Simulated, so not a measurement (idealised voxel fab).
Proc. module: voxel ribs on slabs
Pictured: cross-section cut, 210 nm wide, on a grid of 5 nm square cells.
Cross-section format: a grid of square cells, given as bands from top to bottom; each band is one or more rows of cells. In this notation a band is specified by the heights of its top and bottom, in that order and in nm, after which its materials appear from left to right, each paired with its width in nm. The word "full width" attached to a single material means that material fills the band from edge to edge; the word "blank" stands for empty space. Basically, 0 is our baseline, since under it the wafer straight out of the box is all one material. The bottom band has no lower end and keeps on going down, so it looks like "0 and below". Note: "30 to 40" means the width goes from the first number (top row of the band) to the second number (bottom row) in equal steps per row of cells. "nothing was modified" (step): cross-section cells unchanged, all of them. Empty spaces without an open route to the top, at least 8 cells in extent, make up the entry "Closed void list"; each is given as width x height at distance, where the distance is measured from the left edge, and all are in nm. That trailing text on a step's line, after the settings, is the simulator's own remark on the step. overlay nm: on a step with a mask, how far right of its planned place the mask lay; negative means left. How should the pairs below be read? Each gives the cross-section before one process step and the cross-section after it, the latter drawn only to the lowest band that changed; the step that lies between them, with its settings, appears under the pair. Does a pair pick up where the pair above left off? Only where its entry headed "Snapshot before" says so, since pairs can come from different runs of this module on the same starting wafer.

## Snapshot before
* 0 and below = Si full width
* Closed void list: none

## After the Step
* 20 down to 0 = SiO2 full width
* Heights below 0 show no change.
* Closed void list: none
What was done to get from the upper cross-section to the lower one? DIRECTIONAL_DEP: material SiO2, thk nm 20

Snapshot before: this step begins from the cross-section that the pair just above shows after its step.

## After the Step
* 40 down to 20 = SiN full width
* Heights below 20 show no change.
* Closed void list: none
What was done to get from the upper cross-section to the lower one? DIRECTIONAL_DEP: material SiN, thk nm 20

Snapshot before: this step begins from the cross-section that the pair just above shows after its step.

## After the Step
* 60 down to 40 = blank=90, resist=30, blank=90
* Heights below 40 show no change.
* Closed void list: none
What was done to get from the upper cross-section to the lower one? PATTERN: tone cover, mask id RIB, material resist, width nm 30, thk nm 20, overlay nm 0

Snapshot before: this step begins from the cross-section that the pair just above shows after its step.

## After the Step
* 60 down to 40 = blank=90, resist=30, blank=90
* 40 down to 25 = blank=90, SiN=30, blank=90
* Heights below 25 show no change.
* Closed void list: none
What was done to get from the upper cross-section to the lower one? DIRECTIONAL_ETCH: etch materials SiN, depth nm 15

Snapshot before: this step begins from the cross-section that the pair just above shows after its step.

## After the Step
* 40 down to 25 = blank=90, SiN=30, blank=90
* Heights below 25 show no change.
* Closed void list: none
What was done to get from the upper cross-section to the lower one? STRIP: etch materials resist

Snapshot before: this step begins from the cross-section that the pair just above shows after its step.

## After the Step
* 60 down to 40 = blank=60, resist=90, blank=60
* 40 down to 25 = blank=60, resist=30, SiN=30, resist=30, blank=60
* Heights below 25 show no change.
* Closed void list: none
What was done to get from the upper cross-section to the lower one? PATTERN: tone cover, mask id SLAB, material resist, width nm 90, thk nm 20, overlay nm 0

Snapshot before: this step begins from the cross-section that the pair just above shows after its step.

## After the Step
* 60 down to 40 = blank=60, resist=90, blank=60
* 40 down to 25 = blank=60, resist=30, SiN=30, resist=30, blank=60
* 25 down to 20 = blank=60, SiN=90, blank=60
* Heights below 20 show no change.
* Closed void list: none
What was done to get from the upper cross-section to the lower one? DIRECTIONAL_ETCH: etch materials SiN, depth nm 5

Snapshot before: this step begins from the cross-section that the pair just above shows after its step.

## After the Step
* 40 down to 25 = blank=90, SiN=30, blank=90
* Heights below 25 show no change.
* Closed void list: none
What was done to get from the upper cross-section to the lower one? STRIP: etch materials resist

Snapshot before: this step begins from the cross-section that the pair just above shows after its step.

## After the Step
* 55 down to 40 = SiO2 full width
* 40 down to 25 = SiO2=90, SiN=30, SiO2=90
* 25 down to 20 = SiO2=60, SiN=90, SiO2=60
* Heights below 20 show no change.
* Closed void list: none
What was done to get from the upper cross-section to the lower one? FILL_DEP: material SiO2, thk nm 15

Snapshot before: this step begins from the cross-section that the pair just above shows after its step.

## After the Step
* 50 down to 40 = SiO2 full width
* Heights below 40 show no change.
* Closed void list: none
What was done to get from the upper cross-section to the lower one? CMP: height nm 50

Snapshot before: this step begins from the cross-section that the pair just above shows after its step.

## After the Step
* 55 down to 50 = W full width
* Heights below 50 show no change.
* Closed void list: none
What was done to get from the upper cross-section to the lower one? DIRECTIONAL_DEP: material W, thk nm 5

Snapshot before: this step begins from the cross-section that the pair just above shows after its step.

## After the Step
* 75 down to 55 = blank=85, resist=40, blank=85
* Heights below 55 show no change.
* Closed void list: none
What was done to get from the upper cross-section to the lower one? PATTERN: tone cover, mask id HEATER, material resist, width nm 40, thk nm 20, overlay nm 0

Snapshot before: this step begins from the cross-section that the pair just above shows after its step.

## After the Step
* 75 down to 55 = blank=85, resist=40, blank=85
* 55 down to 50 = blank=85, W=40, blank=85
* Heights below 50 show no change.
* Closed void list: none
What was done to get from the upper cross-section to the lower one? DIRECTIONAL_ETCH: etch materials W, depth nm 5

Snapshot before: this step begins from the cross-section that the pair just above shows after its step.

## After the Step
* 55 down to 50 = blank=85, W=40, blank=85
* Heights below 50 show no change.
* Closed void list: none
What was done to get from the upper cross-section to the lower one? STRIP: etch materials resist

Snapshot before: this step begins from the cross-section that the pair just above shows after its step.

## After the Step
* 60 down to 55 = blank=80, SiN=50, blank=80
* 55 down to 50 = SiN=85, W=40, SiN=85
* Heights below 50 show no change.
* Closed void list: none
What was done to get from the upper cross-section to the lower one? CONFORMAL_DEP: material SiN, thk nm 5

## Snapshot before
* 40 down to 20 = SiN full width
* 20 down to 0 = SiO2 full width
* 0 and below = Si full width
* Closed void list: none

## After the Step
* 60 down to 20 = SiN full width
* Heights below 20 show no change.
* Closed void list: none
What was done to get from the upper cross-section to the lower one? DIRECTIONAL_DEP: material SiN, thk nm 20

Snapshot before: this step begins from the cross-section that the pair just above shows after its step.

## After the Step
* 80 down to 60 = blank=90, resist=30, blank=90
* Heights below 60 show no change.
* Closed void list: none
What was done to get from the upper cross-section to the lower one? PATTERN: tone cover, mask id RIB, material resist, width nm 30, thk nm 20, overlay nm 0

Snapshot before: this step begins from the cross-section that the pair just above shows after its step.

## After the Step
* 80 down to 60 = blank=90, resist=30, blank=90
* 60 down to 45 = blank=90, SiN=30, blank=90
* Heights below 45 show no change.
* Closed void list: none
What was done to get from the upper cross-section to the lower one? DIRECTIONAL_ETCH: etch materials SiN, depth nm 15

Snapshot before: this step begins from the cross-section that the pair just above shows after its step.

## After the Step
* 60 down to 45 = blank=90, SiN=30, blank=90
* Heights below 45 show no change.
* Closed void list: none
What was done to get from the upper cross-section to the lower one? STRIP: etch materials resist

Snapshot before: this step begins from the cross-section that the pair just above shows after its step.

## After the Step
* 80 down to 60 = blank=60, resist=90, blank=60
* 60 down to 45 = blank=60, resist=30, SiN=30, resist=30, blank=60
* Heights below 45 show no change.
* Closed void list: none
What was done to get from the upper cross-section to the lower one? PATTERN: tone cover, mask id SLAB, material resist, width nm 90, thk nm 20, overlay nm 0

Snapshot before: this step begins from the cross-section that the pair just above shows after its step.

## After the Step
* 80 down to 60 = blank=60, resist=90, blank=60
* 60 down to 45 = blank=60, resist=30, SiN=30, resist=30, blank=60
* 45 down to 40 = blank=60, SiN=90, blank=60
* Heights below 40 show no change.
* Closed void list: none
What was done to get from the upper cross-section to the lower one? DIRECTIONAL_ETCH: etch materials SiN, depth nm 5

Snapshot before: this step begins from the cross-section that the pair just above shows after its step.

## After the Step
* 60 down to 45 = blank=90, SiN=30, blank=90
* Heights below 45 show no change.
* Closed void list: none
What was done to get from the upper cross-section to the lower one? STRIP: etch materials resist

Snapshot before: this step begins from the cross-section that the pair just above shows after its step.

## After the Step
* 75 down to 60 = SiO2 full width
* 60 down to 45 = SiO2=90, SiN=30, SiO2=90
* 45 down to 40 = SiO2=60, SiN=90, SiO2=60
* Heights below 40 show no change.
* Closed void list: none
What was done to get from the upper cross-section to the lower one? FILL_DEP: material SiO2, thk nm 15

Snapshot before: this step begins from the cross-section that the pair just above shows after its step.

## After the Step
* 50 down to 40 = SiO2=90 to 60, SiN=30 to 90, SiO2=90 to 60
* Heights below 40 show no change.
* Closed void list: none
What was done to get from the upper cross-section to the lower one? CMP: height nm 50

Snapshot before: this step begins from the cross-section that the pair just above shows after its step.

## After the Step
* 55 down to 50 = W full width
* Heights below 50 show no change.
* Closed void list: none
What was done to get from the upper cross-section to the lower one? DIRECTIONAL_DEP: material W, thk nm 5

Snapshot before: this step begins from the cross-section that the pair just above shows after its step.

## After the Step
* 75 down to 55 = blank=85, resist=40, blank=85
* Heights below 55 show no change.
* Closed void list: none
What was done to get from the upper cross-section to the lower one? PATTERN: tone cover, mask id HEATER, material resist, width nm 40, thk nm 20, overlay nm 0

Snapshot before: this step begins from the cross-section that the pair just above shows after its step.

## After the Step
* 75 down to 55 = blank=85, resist=40, blank=85
* 55 down to 50 = blank=85, W=40, blank=85
* Heights below 50 show no change.
* Closed void list: none
What was done to get from the upper cross-section to the lower one? DIRECTIONAL_ETCH: etch materials W, depth nm 5

Snapshot before: this step begins from the cross-section that the pair just above shows after its step.

## After the Step
* 55 down to 50 = blank=85, W=40, blank=85
* Heights below 50 show no change.
* Closed void list: none
What was done to get from the upper cross-section to the lower one? STRIP: etch materials resist

Snapshot before: this step begins from the cross-section that the pair just above shows after its step.

## After the Step
* 60 down to 55 = blank=80, SiN=50, blank=80
* 55 down to 50 = SiN=85, W=40, SiN=85
* Heights below 50 show no change.
* Closed void list: none
What was done to get from the upper cross-section to the lower one? CONFORMAL_DEP: material SiN, thk nm 5

## Snapshot before
* 0 and below = Si full width
* Closed void list: none

## After the Step
* 20 down to 0 = SiN full width
* Heights below 0 show no change.
* Closed void list: none
What was done to get from the upper cross-section to the lower one? DIRECTIONAL_DEP: material SiN, thk nm 20

Snapshot before: this step begins from the cross-section that the pair just above shows after its step.

## After the Step
* 40 down to 20 = SiO2 full width
* Heights below 20 show no change.
* Closed void list: none
What was done to get from the upper cross-section to the lower one? DIRECTIONAL_DEP: material SiO2, thk nm 20

Snapshot before: this step begins from the cross-section that the pair just above shows after its step.

## After the Step
* 60 down to 40 = blank=90, resist=30, blank=90
* Heights below 40 show no change.
* Closed void list: none
What was done to get from the upper cross-section to the lower one? PATTERN: tone cover, mask id RIB, material resist, width nm 30, thk nm 20, overlay nm 0

Snapshot before: this step begins from the cross-section that the pair just above shows after its step.

## After the Step
* 40 down to 20 = SiO2 full width
* Heights below 20 show no change.
* Closed void list: none
What was done to get from the upper cross-section to the lower one? STRIP: etch materials resist

Snapshot before: this step begins from the cross-section that the pair just above shows after its step.

## After the Step
* 60 down to 40 = blank=60, resist=90, blank=60
* Heights below 40 show no change.
* Closed void list: none
What was done to get from the upper cross-section to the lower one? PATTERN: tone cover, mask id SLAB, material resist, width nm 90, thk nm 20, overlay nm 0

Snapshot before: this step begins from the cross-section that the pair just above shows after its step.

## After the Step
* 40 down to 20 = SiO2 full width
* Heights below 20 show no change.
* Closed void list: none
What was done to get from the upper cross-section to the lower one? STRIP: etch materials resist

Snapshot before: this step begins from the cross-section that the pair just above shows after its step.

## After the Step
* 55 down to 20 = SiO2 full width
* Heights below 20 show no change.
* Closed void list: none
What was done to get from the upper cross-section to the lower one? FILL_DEP: material SiO2, thk nm 15

Snapshot before: this step begins from the cross-section that the pair just above shows after its step.

## After the Step
* 50 down to 20 = SiO2 full width
* Heights below 20 show no change.
* Closed void list: none
What was done to get from the upper cross-section to the lower one? CMP: height nm 50

Snapshot before: this step begins from the cross-section that the pair just above shows after its step.

## After the Step
* 55 down to 50 = W full width
* Heights below 50 show no change.
* Closed void list: none
What was done to get from the upper cross-section to the lower one? DIRECTIONAL_DEP: material W, thk nm 5

Snapshot before: this step begins from the cross-section that the pair just above shows after its step.

## After the Step
* 75 down to 55 = blank=85, resist=40, blank=85
* Heights below 55 show no change.
* Closed void list: none
What was done to get from the upper cross-section to the lower one? PATTERN: tone cover, mask id HEATER, material resist, width nm 40, thk nm 20, overlay nm 0

Snapshot before: this step begins from the cross-section that the pair just above shows after its step.

## After the Step
* 75 down to 55 = blank=85, resist=40, blank=85
* 55 down to 50 = blank=85, W=40, blank=85
* Heights below 50 show no change.
* Closed void list: none
What was done to get from the upper cross-section to the lower one? DIRECTIONAL_ETCH: etch materials W, depth nm 5

Snapshot before: this step begins from the cross-section that the pair just above shows after its step.

## After the Step
* 55 down to 50 = blank=85, W=40, blank=85
* Heights below 50 show no change.
* Closed void list: none
What was done to get from the upper cross-section to the lower one? STRIP: etch materials resist

Snapshot before: this step begins from the cross-section that the pair just above shows after its step.

## After the Step
* 60 down to 55 = blank=80, SiN=50, blank=80
* 55 down to 50 = SiN=85, W=40, SiN=85
* Heights below 50 show no change.
* Closed void list: none
What was done to get from the upper cross-section to the lower one? CONFORMAL_DEP: material SiN, thk nm 5

## Snapshot before
* 0 and below = Si full width
* Closed void list: none

## After the Step
* 30 down to 0 = SiO2 full width
* Heights below 0 show no change.
* Closed void list: none
What was done to get from the upper cross-section to the lower one? DIRECTIONAL_DEP: material SiO2, thk nm 30

Snapshot before: this step begins from the cross-section that the pair just above shows after its step.

## After the Step
* 50 down to 30 = SiN full width
* Heights below 30 show no change.
* Closed void list: none
What was done to get from the upper cross-section to the lower one? DIRECTIONAL_DEP: material SiN, thk nm 20

Snapshot before: this step begins from the cross-section that the pair just above shows after its step.

## After the Step
* 70 down to 50 = blank=90, resist=30, blank=90
* Heights below 50 show no change.
* Closed void list: none
What was done to get from the upper cross-section to the lower one? PATTERN: tone cover, mask id RIB, material resist, width nm 30, thk nm 20, overlay nm 0

Snapshot before: this step begins from the cross-section that the pair just above shows after its step.

## After the Step
* 70 down to 50 = blank=90, resist=30, blank=90
* 50 down to 35 = blank=90, SiN=30, blank=90
* Heights below 35 show no change.
* Closed void list: none
What was done to get from the upper cross-section to the lower one? DIRECTIONAL_ETCH: etch materials SiN, depth nm 15

Snapshot before: this step begins from the cross-section that the pair just above shows after its step.

## After the Step
* 50 down to 35 = blank=90, SiN=30, blank=90
* Heights below 35 show no change.
* Closed void list: none
What was done to get from the upper cross-section to the lower one? STRIP: etch materials resist

Snapshot before: this step begins from the cross-section that the pair just above shows after its step.

## After the Step
* 70 down to 50 = blank=60, resist=90, blank=60
* 50 down to 35 = blank=60, resist=30, SiN=30, resist=30, blank=60
* Heights below 35 show no change.
* Closed void list: none
What was done to get from the upper cross-section to the lower one? PATTERN: tone cover, mask id SLAB, material resist, width nm 90, thk nm 20, overlay nm 0

Snapshot before: this step begins from the cross-section that the pair just above shows after its step.

## After the Step
* 70 down to 50 = blank=60, resist=90, blank=60
* 50 down to 35 = blank=60, resist=30, SiN=30, resist=30, blank=60
* 35 down to 30 = blank=60, SiN=90, blank=60
* Heights below 30 show no change.
* Closed void list: none
What was done to get from the upper cross-section to the lower one? DIRECTIONAL_ETCH: etch materials SiN, depth nm 5

Snapshot before: this step begins from the cross-section that the pair just above shows after its step.

## After the Step
* 50 down to 35 = blank=90, SiN=30, blank=90
* Heights below 35 show no change.
* Closed void list: none
What was done to get from the upper cross-section to the lower one? STRIP: etch materials resist

Snapshot before: this step begins from the cross-section that the pair just above shows after its step.

## After the Step
* 65 down to 50 = SiO2 full width
* 50 down to 35 = SiO2=90, SiN=30, SiO2=90
* 35 down to 30 = SiO2=60, SiN=90, SiO2=60
* Heights below 30 show no change.
* Closed void list: none
What was done to get from the upper cross-section to the lower one? FILL_DEP: material SiO2, thk nm 15

Snapshot before: this step begins from the cross-section that the pair just above shows after its step.

## After the Step
* 50 down to 35 = SiO2=90, SiN=30, SiO2=90
* Heights below 35 show no change.
* Closed void list: none
What was done to get from the upper cross-section to the lower one? CMP: height nm 50

Snapshot before: this step begins from the cross-section that the pair just above shows after its step.

## After the Step
* 55 down to 50 = W full width
* Heights below 50 show no change.
* Closed void list: none
What was done to get from the upper cross-section to the lower one? DIRECTIONAL_DEP: material W, thk nm 5

Snapshot before: this step begins from the cross-section that the pair just above shows after its step.

## After the Step
* 75 down to 55 = blank=85, resist=40, blank=85
* Heights below 55 show no change.
* Closed void list: none
What was done to get from the upper cross-section to the lower one? PATTERN: tone cover, mask id HEATER, material resist, width nm 40, thk nm 20, overlay nm 0

Snapshot before: this step begins from the cross-section that the pair just above shows after its step.

## After the Step
* 75 down to 55 = blank=85, resist=40, blank=85
* 55 down to 50 = blank=85, W=40, blank=85
* Heights below 50 show no change.
* Closed void list: none
What was done to get from the upper cross-section to the lower one? DIRECTIONAL_ETCH: etch materials W, depth nm 5

Snapshot before: this step begins from the cross-section that the pair just above shows after its step.

## After the Step
* 55 down to 50 = blank=85, W=40, blank=85
* Heights below 50 show no change.
* Closed void list: none
What was done to get from the upper cross-section to the lower one? STRIP: etch materials resist

Snapshot before: this step begins from the cross-section that the pair just above shows after its step.

## After the Step
* 60 down to 55 = blank=80, SiN=50, blank=80
* 55 down to 50 = SiN=85, W=40, SiN=85
* Heights below 50 show no change.
* Closed void list: none
What was done to get from the upper cross-section to the lower one? CONFORMAL_DEP: material SiN, thk nm 5

## Snapshot before
* 40 down to 25 = blank=90, SiN=30, blank=90
* 25 down to 20 = SiN full width
* 20 down to 0 = SiO2 full width
* 0 and below = Si full width
* Closed void list: none

## After the Step
* 60 down to 40 = blank=65, resist=80, blank=65
* 40 down to 25 = blank=65, resist=25, SiN=30, resist=25, blank=65
* Heights below 25 show no change.
* Closed void list: none
What was done to get from the upper cross-section to the lower one? PATTERN: tone cover, mask id SLAB, material resist, width nm 80, thk nm 20, overlay nm 0

Snapshot before: this step begins from the cross-section that the pair just above shows after its step.

## After the Step
* 60 down to 40 = blank=65, resist=80, blank=65
* 40 down to 25 = blank=65, resist=25, SiN=30, resist=25, blank=65
* 25 down to 20 = blank=65, SiN=80, blank=65
* Heights below 20 show no change.
* Closed void list: none
What was done to get from the upper cross-section to the lower one? DIRECTIONAL_ETCH: etch materials SiN, depth nm 5

Snapshot before: this step begins from the cross-section that the pair just above shows after its step.

## After the Step
* 40 down to 25 = blank=90, SiN=30, blank=90
* Heights below 25 show no change.
* Closed void list: none
What was done to get from the upper cross-section to the lower one? STRIP: etch materials resist

Snapshot before: this step begins from the cross-section that the pair just above shows after its step.

## After the Step
* 55 down to 40 = SiO2 full width
* 40 down to 25 = SiO2=90, SiN=30, SiO2=90
* 25 down to 20 = SiO2=65, SiN=80, SiO2=65
* Heights below 20 show no change.
* Closed void list: none
What was done to get from the upper cross-section to the lower one? FILL_DEP: material SiO2, thk nm 15

Snapshot before: this step begins from the cross-section that the pair just above shows after its step.

## After the Step
* 50 down to 40 = SiO2 full width
* Heights below 40 show no change.
* Closed void list: none
What was done to get from the upper cross-section to the lower one? CMP: height nm 50

Snapshot before: this step begins from the cross-section that the pair just above shows after its step.

## After the Step
* 55 down to 50 = W full width
* Heights below 50 show no change.
* Closed void list: none
What was done to get from the upper cross-section to the lower one? DIRECTIONAL_DEP: material W, thk nm 5

Snapshot before: this step begins from the cross-section that the pair just above shows after its step.

## After the Step
* 75 down to 55 = blank=85, resist=40, blank=85
* Heights below 55 show no change.
* Closed void list: none
What was done to get from the upper cross-section to the lower one? PATTERN: tone cover, mask id HEATER, material resist, width nm 40, thk nm 20, overlay nm 0

Snapshot before: this step begins from the cross-section that the pair just above shows after its step.

## After the Step
* 75 down to 55 = blank=85, resist=40, blank=85
* 55 down to 50 = blank=85, W=40, blank=85
* Heights below 50 show no change.
* Closed void list: none
What was done to get from the upper cross-section to the lower one? DIRECTIONAL_ETCH: etch materials W, depth nm 5

Snapshot before: this step begins from the cross-section that the pair just above shows after its step.

## After the Step
* 55 down to 50 = blank=85, W=40, blank=85
* Heights below 50 show no change.
* Closed void list: none
What was done to get from the upper cross-section to the lower one? STRIP: etch materials resist

Snapshot before: this step begins from the cross-section that the pair just above shows after its step.

## After the Step
* 60 down to 55 = blank=80, SiN=50, blank=80
* 55 down to 50 = SiN=85, W=40, SiN=85
* Heights below 50 show no change.
* Closed void list: none
What was done to get from the upper cross-section to the lower one? CONFORMAL_DEP: material SiN, thk nm 5

## Snapshot before
* 40 down to 20 = SiN full width
* 20 down to 0 = SiO2 full width
* 0 and below = Si full width
* Closed void list: none

## After the Step
* 60 down to 40 = blank=95, resist=30, blank=85
* Heights below 40 show no change.
* Closed void list: none
What was done to get from the upper cross-section to the lower one? PATTERN: tone cover, mask id RIB, material resist, width nm 30, thk nm 20, overlay nm 5

Snapshot before: this step begins from the cross-section that the pair just above shows after its step.

## After the Step
* 60 down to 40 = blank=95, resist=30, blank=85
* 40 down to 25 = blank=95, SiN=30, blank=85
* Heights below 25 show no change.
* Closed void list: none
What was done to get from the upper cross-section to the lower one? DIRECTIONAL_ETCH: etch materials SiN, depth nm 15

Snapshot before: this step begins from the cross-section that the pair just above shows after its step.

## After the Step
* 40 down to 25 = blank=95, SiN=30, blank=85
* Heights below 25 show no change.
* Closed void list: none
What was done to get from the upper cross-section to the lower one? STRIP: etch materials resist

Snapshot before: this step begins from the cross-section that the pair just above shows after its step.

## After the Step
* 60 down to 40 = blank=60, resist=90, blank=60
* 40 down to 25 = blank=60, resist=35, SiN=30, resist=25, blank=60
* Heights below 25 show no change.
* Closed void list: none
What was done to get from the upper cross-section to the lower one? PATTERN: tone cover, mask id SLAB, material resist, width nm 90, thk nm 20, overlay nm 0

Snapshot before: this step begins from the cross-section that the pair just above shows after its step.

## After the Step
* 60 down to 40 = blank=60, resist=90, blank=60
* 40 down to 25 = blank=60, resist=35, SiN=30, resist=25, blank=60
* 25 down to 20 = blank=60, SiN=90, blank=60
* Heights below 20 show no change.
* Closed void list: none
What was done to get from the upper cross-section to the lower one? DIRECTIONAL_ETCH: etch materials SiN, depth nm 5

Snapshot before: this step begins from the cross-section that the pair just above shows after its step.

## After the Step
* 40 down to 25 = blank=95, SiN=30, blank=85
* Heights below 25 show no change.
* Closed void list: none
What was done to get from the upper cross-section to the lower one? STRIP: etch materials resist

Snapshot before: this step begins from the cross-section that the pair just above shows after its step.

## After the Step
* 55 down to 40 = SiO2 full width
* 40 down to 25 = SiO2=95, SiN=30, SiO2=85
* 25 down to 20 = SiO2=60, SiN=90, SiO2=60
* Heights below 20 show no change.
* Closed void list: none
What was done to get from the upper cross-section to the lower one? FILL_DEP: material SiO2, thk nm 15

Snapshot before: this step begins from the cross-section that the pair just above shows after its step.

## After the Step
* 50 down to 40 = SiO2 full width
* Heights below 40 show no change.
* Closed void list: none
What was done to get from the upper cross-section to the lower one? CMP: height nm 50

Snapshot before: this step begins from the cross-section that the pair just above shows after its step.

## After the Step
* 55 down to 50 = W full width
* Heights below 50 show no change.
* Closed void list: none
What was done to get from the upper cross-section to the lower one? DIRECTIONAL_DEP: material W, thk nm 5

Snapshot before: this step begins from the cross-section that the pair just above shows after its step.

## After the Step
* 75 down to 55 = blank=85, resist=40, blank=85
* Heights below 55 show no change.
* Closed void list: none
What was done to get from the upper cross-section to the lower one? PATTERN: tone cover, mask id HEATER, material resist, width nm 40, thk nm 20, overlay nm 0

Snapshot before: this step begins from the cross-section that the pair just above shows after its step.

## After the Step
* 75 down to 55 = blank=85, resist=40, blank=85
* 55 down to 50 = blank=85, W=40, blank=85
* Heights below 50 show no change.
* Closed void list: none
What was done to get from the upper cross-section to the lower one? DIRECTIONAL_ETCH: etch materials W, depth nm 5

Snapshot before: this step begins from the cross-section that the pair just above shows after its step.

## After the Step
* 55 down to 50 = blank=85, W=40, blank=85
* Heights below 50 show no change.
* Closed void list: none
What was done to get from the upper cross-section to the lower one? STRIP: etch materials resist

Snapshot before: this step begins from the cross-section that the pair just above shows after its step.

## After the Step
* 60 down to 55 = blank=80, SiN=50, blank=80
* 55 down to 50 = SiN=85, W=40, SiN=85
* Heights below 50 show no change.
* Closed void list: none
What was done to get from the upper cross-section to the lower one? CONFORMAL_DEP: material SiN, thk nm 5

## Snapshot before
* 75 down to 55 = blank=85, resist=40, blank=85
* 55 down to 50 = blank=85, W=40, blank=85
* 50 down to 40 = SiO2 full width
* 40 down to 25 = SiO2=90, SiN=30, SiO2=90
* 25 down to 20 = SiO2=60, SiN=90, SiO2=60
* 20 down to 0 = SiO2 full width
* 0 and below = Si full width
* Closed void list: none

## After the Step
* 0 and below = Si full width
* Closed void list: none
What was done to get from the upper cross-section to the lower one? STRIP: etch materials SiO2

Snapshot before: this step begins from the cross-section that the pair just above shows after its step.

## After the Step
* 5 down to 0 = SiN full width
* Heights below 0 show no change.
* Closed void list: none
What was done to get from the upper cross-section to the lower one? CONFORMAL_DEP: material SiN, thk nm 5

## Snapshot before
* 40 down to 20 = SiN full width
* 20 down to 0 = SiO2 full width
* 0 and below = Si full width
* Closed void list: none

## After the Step
* 60 down to 40 = resist=90, blank=30, resist=90
* Heights below 40 show no change.
* Closed void list: none
What was done to get from the upper cross-section to the lower one? PATTERN: tone open, mask id RIB, material resist, width nm 30, thk nm 20, overlay nm 0

Snapshot before: this step begins from the cross-section that the pair just above shows after its step.

## After the Step
* 60 down to 40 = resist=90, blank=30, resist=90
* 40 down to 25 = SiN=90, blank=30, SiN=90
* Heights below 25 show no change.
* Closed void list: none
What was done to get from the upper cross-section to the lower one? DIRECTIONAL_ETCH: etch materials SiN, depth nm 15

Snapshot before: this step begins from the cross-section that the pair just above shows after its step.

## After the Step
* 40 down to 25 = SiN=90, blank=30, SiN=90
* Heights below 25 show no change.
* Closed void list: none
What was done to get from the upper cross-section to the lower one? STRIP: etch materials resist

Snapshot before: this step begins from the cross-section that the pair just above shows after its step.

## After the Step
* 60 down to 40 = blank=60, resist=90, blank=60
* 40 down to 25 = SiN=90, resist=30, SiN=90
* Heights below 25 show no change.
* Closed void list: none
What was done to get from the upper cross-section to the lower one? PATTERN: tone cover, mask id SLAB, material resist, width nm 90, thk nm 20, overlay nm 0

Snapshot before: this step begins from the cross-section that the pair just above shows after its step.

## After the Step
* 60 down to 40 = blank=60, resist=90, blank=60
* 40 down to 35 = blank=60, SiN=30, resist=30, SiN=30, blank=60
* Heights below 35 show no change.
* Closed void list: none
What was done to get from the upper cross-section to the lower one? DIRECTIONAL_ETCH: etch materials SiN, depth nm 5

Snapshot before: this step begins from the cross-section that the pair just above shows after its step.

## After the Step
* 40 down to 35 = blank=60, SiN=30, blank=30, SiN=30, blank=60
* 35 down to 25 = SiN=90, blank=30, SiN=90
* Heights below 25 show no change.
* Closed void list: none
What was done to get from the upper cross-section to the lower one? STRIP: etch materials resist

Snapshot before: this step begins from the cross-section that the pair just above shows after its step.

## After the Step
* 55 down to 40 = SiO2 full width
* 40 down to 35 = SiO2=60, SiN=30, SiO2=30, SiN=30, SiO2=60
* 35 down to 25 = SiN=90, SiO2=30, SiN=90
* Heights below 25 show no change.
* Closed void list: none
What was done to get from the upper cross-section to the lower one? FILL_DEP: material SiO2, thk nm 15

Snapshot before: this step begins from the cross-section that the pair just above shows after its step.

## After the Step
* 50 down to 40 = SiO2 full width
* Heights below 40 show no change.
* Closed void list: none
What was done to get from the upper cross-section to the lower one? CMP: height nm 50

Snapshot before: this step begins from the cross-section that the pair just above shows after its step.

## After the Step
* 55 down to 50 = W full width
* Heights below 50 show no change.
* Closed void list: none
What was done to get from the upper cross-section to the lower one? DIRECTIONAL_DEP: material W, thk nm 5

Snapshot before: this step begins from the cross-section that the pair just above shows after its step.

## After the Step
* 75 down to 55 = blank=85, resist=40, blank=85
* Heights below 55 show no change.
* Closed void list: none
What was done to get from the upper cross-section to the lower one? PATTERN: tone cover, mask id HEATER, material resist, width nm 40, thk nm 20, overlay nm 0

Snapshot before: this step begins from the cross-section that the pair just above shows after its step.

## After the Step
* 75 down to 55 = blank=85, resist=40, blank=85
* 55 down to 50 = blank=85, W=40, blank=85
* Heights below 50 show no change.
* Closed void list: none
What was done to get from the upper cross-section to the lower one? DIRECTIONAL_ETCH: etch materials W, depth nm 5

Snapshot before: this step begins from the cross-section that the pair just above shows after its step.

## After the Step
* 55 down to 50 = blank=85, W=40, blank=85
* Heights below 50 show no change.
* Closed void list: none
What was done to get from the upper cross-section to the lower one? STRIP: etch materials resist

Snapshot before: this step begins from the cross-section that the pair just above shows after its step.

## After the Step
* 60 down to 55 = blank=80, SiN=50, blank=80
* 55 down to 50 = SiN=85, W=40, SiN=85
* Heights below 50 show no change.
* Closed void list: none
What was done to get from the upper cross-section to the lower one? CONFORMAL_DEP: material SiN, thk nm 5
